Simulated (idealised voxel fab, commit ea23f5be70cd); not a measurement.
Process module name: voxel local oxidation
295 nm wide, 5 nm square cells: that's cross-section cut.
Just so we're on the same page, the cross-sections are grids of square cells, and they're listed out in bands top to bottom, each band one or more rows deep.
This entry defines a band. It first specifies the height of the band's top and the height of its bottom in nm, and then specifies the band's materials from left to right, stating each material with its width in nm. The word "full width" identifies a single material that fills the band from edge to edge, while the word "air" identifies empty space.
Height datum 0, below which the as-received substrate wafer is one material. Lowest band open at the bottom, running downward: "0..down".
It should be noted that a width expressed as "30->40" varies in equal increments from row to row of cells within the band, taking the value of the first number at the top row and that of the second number at the bottom row.
It should be understood that the words "remains unaltered", when stated for a given step, signify that the cross-section underwent no change in any of its cells during that step.
"Closed-off voids" specifies each empty space that is not open to the top and that occupies no fewer than 8 cells, using the form width x height at distance, the distance measured from the left edge and all three quantities in nm.
That trailing text on a step's line, after the settings, is the simulator's own remark on the step.
"overlay nm" denotes, for a step that has a mask, the displacement of the mask to the right of its planned place, with negative values corresponding to the left.

Plan:
step 1: RECEIVE: material Si
step 2: CONFORMAL_DEP: material SiO2, thk nm 5
step 3: CONFORMAL_DEP: material SiN, thk nm 15
step 4: PATTERN: tone cover, mask id ACTIVE, material resist, width nm 125, thk nm 15, overlay nm 0
step 5: DIRECTIONAL_ETCH: etch materials SiN, depth nm 15
step 6: STRIP: etch materials resist
step 7: SELECTIVE_ETCH: etch materials SiO2, depth nm 5
step 8: OXIDIZE: depth nm 15
step 9: STRIP: etch materials SiN

As received, after step 1:
- 0..down  Si full width
- Closed-off voids: none

End-of-module cross-section of the first of two wafers, processed as planned:
- 5..0  air 90 nm / SiO2 115 nm / air 90 nm
- 0..-15  SiO2 105 nm / Si 85 nm / SiO2 105 nm
- -15..down  Si full width
- Closed-off voids: none

Now the second wafer, cross-sectioned at the end of the module. Nothing different at the start, nothing different in the plan compared with the first, just one mistake when it was actually run:
- 5..0  air 85 nm / SiO2 125 nm / air 85 nm
- 0..-15  SiO2 100 nm / Si 95 nm / SiO2 100 nm
- -15..down  Si full width
- Closed-off voids: none
What broke from the plan during processing? step 4: run off-plan, actual operation and settings PATTERN: tone cover, mask id ACTIVE, material resist, width nm 135, thk nm 15, overlay nm 0
It is noted that, at the conclusion of processing, the second wafer exhibits a higher or lower cell count for certain materials relative to the first: 6 more of Si; 4 fewer of SiO2
